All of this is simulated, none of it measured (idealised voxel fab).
Process module name: voxel wiring stack
Displayed cross-section: cut, width of 210 nm, square cells sized 5 nm.
Reading order for cross-sections: top band down to bottom band. Underlying form: a grid of square cells. Band size: one or more rows of cells.
It is stipulated that each band's entry specify, in nanometres, the height of the top of the band and then that of its bottom, followed by the materials of the band in left-to-right sequence, each together with its width in nanometres. A single material marked by the word "all across" is understood to fill the band from edge to edge; the word "blank" is understood to denote empty space.
A quick word on heights: they are counted from 0, and under that level the wafer as it came to us is one material throughout. The lowest band is different from the rest in having no bottom; it simply continues downward, written as in "from 0 down".
The width entry "30..40" should be interpreted row by row: the top row of cells in the band takes the first number, the bottom row takes the second number, and the change between adjacent rows is uniform throughout.
Key: "everything unchanged" - step with no changed cell in the cross-section.
You'll see "Sealed void list" listing empty spaces that have no way open to the top, as long as they're 8 cells or more; the notation is width x height at distance, where the distance is from the left edge, and all of it is in nm.
Formally, on a step line, whatever follows the settings is a remark that the simulator itself makes on the step.
What "overlay nm" on a step's line means: if the step has a mask, that mask lay this far to the right of its planned place, or, when the value is negative, to the left.
The steps planned for the process are as follows
- 1: RECEIVE,material Si
- 2: CONFORMAL_DEP,material SiO2,thk nm 15
- 3: DIRECTIONAL_DEP,material TiN,thk nm 5
- 4: DIRECTIONAL_DEP,material W,thk nm 25
- 5: DIRECTIONAL_DEP,material aC,thk nm 10
- 6: PATTERN,tone cover,mask id METAL_1,material resist,width nm 30,pitch nm 50,thk nm 30,overlay nm 0
- 7: DIRECTIONAL_ETCH,etch materials aC,depth nm 10
- 8: STRIP,etch materials resist
- 9: DIRECTIONAL_ETCH,etch materials W,depth nm 25
- 10: DIRECTIONAL_ETCH,etch materials TiN,depth nm 5
- 11: STRIP,etch materials aC
- 12: CONFORMAL_DEP,material SiCN,thk nm 5
- 13: FILL_DEP,material lowk,thk nm 10
- 14: CMP,height nm 45
- 15: CONFORMAL_DEP,material SiCN,thk nm 5
- 16: DIRECTIONAL_DEP,material lowk,thk nm 20
- 17: DIRECTIONAL_DEP,material aC,thk nm 10
- 18: PATTERN,tone open,mask id PLUG_1,material resist,width nm 15,pitch nm 100,thk nm 25,overlay nm 0
- 19: DIRECTIONAL_ETCH,etch materials aC,depth nm 10
- 20: STRIP,etch materials resist
- 21: DIRECTIONAL_ETCH,etch materials lowk,depth nm 20
- 22: DIRECTIONAL_ETCH,etch materials SiCN,depth nm 5
- 23: STRIP,etch materials aC
- 24: EPI,material Ru,thk nm 10
- 25: EPI,material Ru,thk nm 10
- 26: EPI,material Ru,thk nm 5
- 27: CONFORMAL_DEP,material SiCN,thk nm 5
- 28: DIRECTIONAL_DEP,material SiO2,thk nm 25
- 29: PATTERN,tone open,mask id METAL_2,material resist,width nm 30,pitch nm 50,thk nm 20,overlay nm 0
- 30: DIRECTIONAL_ETCH,etch materials SiO2,depth nm 25
- 31: DIRECTIONAL_ETCH,etch materials SiCN,depth nm 5
- 32: STRIP,etch materials resist
- 33: CONFORMAL_DEP,material TiN,thk nm 5
- 34: FILL_DEP,material Ru,thk nm 10
- 35: CMP,height nm 100
- 36: CONFORMAL_DEP,material SiCN,thk nm 5
- 37: DIRECTIONAL_DEP,material SiO2,thk nm 30
- 38: PATTERN,tone open,mask id METAL_3,material resist,width nm 30,pitch nm 50,thk nm 20,overlay nm 0
- 39: DIRECTIONAL_ETCH,etch materials SiO2,depth nm 20
- 40: STRIP,etch materials resist
- 41: MASKED_ETCH,tone open,mask id METAL_3_HOLES,width nm 15,pitch nm 50,etch materials SiO2,depth nm 10,overlay nm 0
- 42: MASKED_ETCH,tone open,mask id METAL_3_HOLES,width nm 15,pitch nm 50,etch materials SiCN,depth nm 5,overlay nm 0
- 43: CONFORMAL_DEP,material TiN,thk nm 5
- 44: FILL_DEP,material Cu,thk nm 5
- 45: CMP,height nm 135
- 46: CONFORMAL_DEP,material SiCN,thk nm 5
So this is the incoming wafer in cross-section - it's already been through step 1
> from 0 down = Si all across
> Sealed void list: none
Cross-sectional image of the first of two wafers at the end of the module, the run having proceeded as planned
> from 140 to 135 = SiCN all across
> from 135 to 120 = SiO2 40 | TiN 5 | Cu 20 | TiN 5 | SiO2 20 | TiN 5 | Cu 20 | TiN 5 | SiO2 20 | TiN 5 | Cu 20 | TiN 5 | SiO2 40
> from 120 to 115 = SiO2 40 | TiN 5 | Cu 5 | TiN 20 | SiO2 20 | TiN 5 | Cu 5 | TiN 20 | SiO2 20 | TiN 5 | Cu 5 | TiN 20 | SiO2 40
> from 115 to 105 = SiO2 40 | TiN 5 | Cu 5 | TiN 5 | SiO2 35 | TiN 5 | Cu 5 | TiN 5 | SiO2 35 | TiN 5 | Cu 5 | TiN 5 | SiO2 55
> from 105 to 100 = SiCN 40 | TiN 15 | SiCN 35 | TiN 15 | SiCN 35 | TiN 15 | SiCN 55
> from 100 to 75 = SiO2 40 | TiN 5 | Ru 20 | TiN 5 | SiO2 20 | TiN 5 | Ru 20 | TiN 5 | SiO2 20 | TiN 5 | Ru 20 | TiN 5 | SiO2 40
> from 75 to 70 = SiCN 40 | TiN 30 | SiCN 20 | TiN 30 | SiCN 20 | TiN 30 | SiCN 40
> from 70 to 50 = lowk 40 | Ru 15 | lowk 85 | Ru 15 | lowk 55
> from 50 to 45 = SiCN 40 | Ru 15 | SiCN 85 | Ru 15 | SiCN 55
> from 45 to 20 = lowk 35 | SiCN 5 | W 30 | SiCN 5 | lowk 10 | SiCN 5 | W 30 | SiCN 5 | lowk 10 | SiCN 5 | W 30 | SiCN 5 | lowk 35
> from 20 to 15 = SiCN 40 | TiN 30 | SiCN 20 | TiN 30 | SiCN 20 | TiN 30 | SiCN 40
> from 15 to 0 = SiO2 all across
> from 0 down = Si all across
> Sealed void list: none
Same start, same plan as the first wafer - but one mistake in the run. Cross-section of the second of the two at the end of the module
> from 140 to 135 = SiCN all across
> from 135 to 125 = SiO2 40 | TiN 5..10 | Cu 20..15 | TiN 5 | SiO2 20 | TiN 5..10 | Cu 20..15 | TiN 5 | SiO2 20 | TiN 5..10 | Cu 20..15 | TiN 5 | SiO2 40
> from 125 to 120 = SiO2 45 | TiN 5 | Cu 15 | TiN 5 | SiO2 25 | TiN 5 | Cu 15 | TiN 5 | SiO2 25 | TiN 5 | Cu 15 | TiN 5 | SiO2 40
> from 120 to 115 = SiO2 45 | TiN 25 | SiO2 25 | TiN 25 | SiO2 25 | TiN 25 | SiO2 40
> from 115 to 105 = SiO2 45 | TiN 10 | SiO2 40 | TiN 10 | SiO2 40 | TiN 10 | SiO2 55
> from 105 to 100 = SiCN 45 | TiN 10 | SiCN 40 | TiN 10 | SiCN 40 | TiN 10 | SiCN 55
> from 100 to 75 = SiO2 40 | TiN 5 | Ru 20 | TiN 5 | SiO2 20 | TiN 5 | Ru 20 | TiN 5 | SiO2 20 | TiN 5 | Ru 20 | TiN 5 | SiO2 40
> from 75 to 70 = SiCN 40 | TiN 30 | SiCN 20 | TiN 30 | SiCN 20 | TiN 30 | SiCN 40
> from 70 to 50 = lowk 40 | Ru 15 | lowk 85 | Ru 15 | lowk 55
> from 50 to 45 = SiCN 40 | Ru 15 | SiCN 85 | Ru 15 | SiCN 55
> from 45 to 20 = lowk 35 | SiCN 5 | W 30 | SiCN 5 | lowk 10 | SiCN 5 | W 30 | SiCN 5 | lowk 10 | SiCN 5 | W 30 | SiCN 5 | lowk 35
> from 20 to 15 = SiCN 40 | TiN 30 | SiCN 20 | TiN 30 | SiCN 20 | TiN 30 | SiCN 40
> from 15 to 0 = SiO2 all across
> from 0 down = Si all across
> Sealed void list: none
what went wrong: step 38 changed vs plan, executed as PATTERN,tone open,mask id METAL_3,material resist,width nm 25,pitch nm 50,thk nm 20,overlay nm 0
Counted in cells at the end, the second wafer holds more or fewer of these materials than the first: -15 Cu | +3 SiCN | +12 SiO2
